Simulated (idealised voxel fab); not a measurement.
Process module under the name voxel trench capacitor
185 nm wide, 5 nm square cells: that's cross-section cut.
Think of the cross-section as a grid of square cells. We describe it in bands, top to bottom, and each band covers one or more rows of those cells. Band: top and bottom heights (nm) first, top before bottom; then materials from left to right, widths in nm. "all across" marks a sole material filling the band edge to edge. "empty" denotes empty space. Counting heights begins at 0, where everything beneath is, in the wafer as received, one material. The lowest band has no bottom; it goes on downwards, as "0 and below" shows. Per-row width for "30..40": begins at first number (top row of band), ends at second number (bottom row), increment between rows held constant. No cell of the cross-section changed in a step that is given as "nothing changed". Each empty space that has no open way to the top and spans at least 8 cells appears under "Closed void roster" as width x height at distance, the distance counted from the left edge, all in nm. Note: text after step settings on the step line = simulator remark on that step. A step's line can hold "overlay nm"; with a mask on that step, the setting says how far right of the planned place the mask lay, while a negative setting says it lay to the left.

List of planned process steps:
| 1 | RECEIVE,material Si |
| 2 | CONFORMAL_DEP,material SiN,thk nm 5 |
| 3 | DIRECTIONAL_DEP,material aC,thk nm 15 |
| 4 | PATTERN,tone open,mask id TRENCH,material resist,width nm 25,pitch nm 40,thk nm 35,overlay nm 0 |
| 5 | DIRECTIONAL_ETCH,etch materials aC,depth nm 15 |
| 6 | STRIP,etch materials resist |
| 7 | DIRECTIONAL_ETCH,etch materials SiN,depth nm 5 |
| 8 | DIRECTIONAL_ETCH,etch materials Si,depth nm 30 |
| 9 | STRIP,etch materials aC |
| 10 | CONFORMAL_DEP,material HfO2,thk nm 5 |
| 11 | CONFORMAL_DEP,material TiN,thk nm 5 |
| 12 | FILL_DEP,material W,thk nm 10 |
| 13 | CMP,height nm 5 |

Cross-section of the wafer as it came to us, i.e., already through step 1:
- 0 and below: Si all across
- Closed void roster: none

Cross-sectional result after module completion. Note: starting condition and plan are unchanged from above; one processing mistake was made:
- 5 down to 0: SiN=50 | HfO2=5 | TiN=5 | W=5 | TiN=5 | HfO2=5 | SiN=15 | HfO2=5 | TiN=5 | W=5 | TiN=5 | HfO2=5 | SiN=15 | HfO2=5 | TiN=5 | W=5 | TiN=5 | HfO2=5 | SiN=30
- 0 down to -20: Si=50 | HfO2=5 | TiN=5 | W=5 | TiN=5 | HfO2=5 | Si=15 | HfO2=5 | TiN=5 | W=5 | TiN=5 | HfO2=5 | Si=15 | HfO2=5 | TiN=5 | W=5 | TiN=5 | HfO2=5 | Si=30
- -20 down to -25: Si=50 | HfO2=5 | TiN=15 | HfO2=5 | Si=15 | HfO2=5 | TiN=15 | HfO2=5 | Si=15 | HfO2=5 | TiN=15 | HfO2=5 | Si=30
- -25 down to -30: Si=50 | HfO2=25 | Si=15 | HfO2=25 | Si=15 | HfO2=25 | Si=30
- -30 and below: Si all across
- Closed void roster: none
Which mistake was made when the wafer was run? heads up, step 4 didn't go per plan, it actually ran as PATTERN,tone open,mask id TRENCH,material resist,width nm 25,pitch nm 40,thk nm 35,overlay nm 10
